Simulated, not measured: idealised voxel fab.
The name of this process module is voxel self aligned contacts.
cross-section cut | 170 nm wide | cells 5 nm
Heads up, the way a cross-section reads in here is a grid of square cells, handed over as bands from the top down, with every band being one or more rows of cells. Top, bottom (nm), then materials left to right with widths (nm); lone material tagged "full width" fills the whole band edge to edge; "blank" = empty space. It should be noted that heights are counted from 0, beneath which the wafer as supplied is of one material throughout, and that the lowest band possesses no lower boundary but continues downward, as written in "0..down". A two-number width, for instance "30 to 40", indicates that the width is equal to the first number in the top row of the band and to the second number in the bottom row, and that it changes by a constant amount per row of cells. "identical to before" after a step means that no cell of the cross-section changed. The list in "Enclosed void inventory" covers empty spaces of 8 cells or more that cannot reach the top through any open way, and it gives each as width x height at distance; the distance is from the left edge, and width, height and distance are in nm. Read whatever lies past the settings on a step's line as the simulator's own remark about the step. overlay nm: on a step with a mask, how far right of its planned place the mask lay; negative means left.
Process steps foreseen in the plan
1 RECEIVE, material Si
2 OXIDIZE, depth nm 5
3 DIRECTIONAL_DEP, material polySi, thk nm 20
4 DIRECTIONAL_DEP, material SiN, thk nm 15
5 DIRECTIONAL_DEP, material aC, thk nm 10
6 PATTERN, tone cover, mask id GATE, material resist, width nm 35, pitch nm 65, thk nm 25, overlay nm 0
7 DIRECTIONAL_ETCH, etch materials aC, depth nm 10
8 STRIP, etch materials resist
9 DIRECTIONAL_ETCH, etch materials SiN, depth nm 15
10 DIRECTIONAL_ETCH, etch materials polySi, depth nm 20
11 STRIP, etch materials aC
12 CONFORMAL_DEP, material SiN, thk nm 5
13 DIRECTIONAL_ETCH, etch materials SiN, depth nm 5
14 FILL_DEP, material SiO2, thk nm 15
15 CMP, height nm 40
16 DIRECTIONAL_DEP, material aC, thk nm 15
17 PATTERN, tone open, mask id CONTACT, material resist, width nm 50, thk nm 30, overlay nm 0
18 DIRECTIONAL_ETCH, etch materials aC, depth nm 15
19 STRIP, etch materials resist
20 DIRECTIONAL_ETCH, etch materials SiO2, depth nm 45
21 STRIP, etch materials aC
22 CONFORMAL_DEP, material TiN, thk nm 5
23 FILL_DEP, material W, thk nm 10
24 CMP, height nm 40
25 CONFORMAL_DEP, material SiCN, thk nm 5
So this is the incoming wafer in cross-section - it's already been through step 1
    0..down = Si full width
    Enclosed void inventory: none
The first of two wafers, cross-sectioned at the end of the module, with the run proceeding as planned
    45..40 = SiCN full width
    40..35 = SiO2=60 | TiN=20 | W=10 | TiN=20 | SiO2=60
    35..20 = SiO2=30 | SiN=45 | TiN=5 | W=10 | TiN=5 | SiN=45 | SiO2=30
    20..0 = SiO2=30 | SiN=5 | polySi=35 | SiN=5 | TiN=5 | W=10 | TiN=5 | SiN=5 | polySi=35 | SiN=5 | SiO2=30
    0..-5 = SiO2=75 | TiN=20 | SiO2=75
    -5..down = Si full width
    Enclosed void inventory: none
Cross-sectional view of the second of two wafers upon completion of the module. This wafer shared its starting condition and process plan with the first; one error was made during its execution
    45..40 = SiCN full width
    40..35 = SiO2=60 | TiN=20 | W=10 | TiN=20 | SiO2=60
    35..20 = SiO2=30 | SiN=45 | TiN=5 | W=10 | TiN=5 | SiN=45 | SiO2=30
    20..0 = SiO2=30 | SiN=5 | polySi=35 | SiN=5 | TiN=5 | W=10 | TiN=5 | SiN=5 | polySi=35 | SiN=5 | SiO2=30
    0..-5 = SiO2=75 | TiN=20 | SiO2=75
    -5..-15 = SiO2 full width
    -15..down = Si full width
    Enclosed void inventory: none
what went wrong: off-plan run, step 2, actual operation and settings OXIDIZE, depth nm 15
Counted in cells at the end, the second wafer holds more or fewer of these materials than the first: Si -68; SiO2 +68
